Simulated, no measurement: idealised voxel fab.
Process module name: voxel spacer lines
Cross-sectional view cut (width: 195 nm; square cell size: 5 nm).
If you're reading a cross-section in this doc, picture square cells in a grid; it comes to you as bands, top ones listed first down to the bottom, and a band can be one or more rows of cells.
Per band: top height and bottom height in nm, followed by the left-to-right materials and their widths in nm; "all across" marks a single material spanning edge to edge, "blank" marks empty space.
Heights are expressed relative to 0, this being the level below which the as-received wafer comprises one material exclusively. The lowest band is unbounded in the downward direction and is denoted as in "0 down".
The width entry "30 to 40" should be interpreted row by row: the top row of cells in the band takes the first number, the bottom row takes the second number, and the change between adjacent rows is uniform throughout.
You'll sometimes find "no change occurred" written for a step, and that's the way of saying that nowhere in the cross-section did a cell change during that step.
Heads up: "Enclosed void catalog" only lists the empty pockets with no open path to the top that are 8 cells or more, and it writes them as width x height at distance, distance from the left edge, in nm.
Read whatever lies past the settings on a step's line as the simulator's own remark about the step.
Regarding "overlay nm": on a step with a mask, it is the distance the mask lay to the right of its planned place; a negative value places it to the left.
### Process steps - plan
- 1: RECEIVE with material Si
- 2: CONFORMAL_DEP with material SiO2, thk nm 10
- 3: DIRECTIONAL_DEP with material TiN, thk nm 15
- 4: DIRECTIONAL_DEP with material aC, thk nm 30
- 5: PATTERN with tone cover, mask id MANDREL, material resist, width nm 15, pitch nm 70, thk nm 35, overlay nm 0
- 6: DIRECTIONAL_ETCH with etch materials aC, depth nm 30
- 7: STRIP with etch materials resist
- 8: CONFORMAL_DEP with material SiN, thk nm 15
- 9: DIRECTIONAL_ETCH with etch materials SiN, depth nm 15
- 10: STRIP with etch materials aC
- 11: DIRECTIONAL_ETCH with etch materials TiN, depth nm 15
- 12: STRIP with etch materials SiN
Wafers differ in width nm at step 5; plan lists the first wafer's value; identical starting state.
### As-received state after step 1, first of several wafers, cross-section
0 down: Si all across
Enclosed void catalog: none
### At the end of the module, after its last step, step 12, the first of several wafers appears in cross-section as follows
25 to 10: blank 5 nm; TiN 15 nm; blank 15 nm; TiN 15 nm; blank 25 nm; TiN 15 nm; blank 15 nm; TiN 15 nm; blank 25 nm; TiN 15 nm; blank 15 nm; TiN 15 nm; blank 5 nm
10 to 0: SiO2 all across
0 down: Si all across
Enclosed void catalog: none
### The module's end: a cross-section of the last wafer
25 to 10: TiN 15 nm; blank 25 nm; TiN 15 nm; blank 15 nm; TiN 15 nm; blank 25 nm; TiN 15 nm; blank 15 nm; TiN 15 nm; blank 25 nm; TiN 15 nm
10 to 0: SiO2 all across
0 down: Si all across
Enclosed void catalog: none
### Where each wafer stands at the end of the module, a row apiece: cells of each material gained (+) or lost (-) since it was received, then closed voids
width nm 15 | +78 SiO2 | +54 TiN | Enclosed void catalog: none
width nm 20 | +78 SiO2 | +54 TiN | Enclosed void catalog: none
width nm 25 | +78 SiO2 | +54 TiN | Enclosed void catalog: none
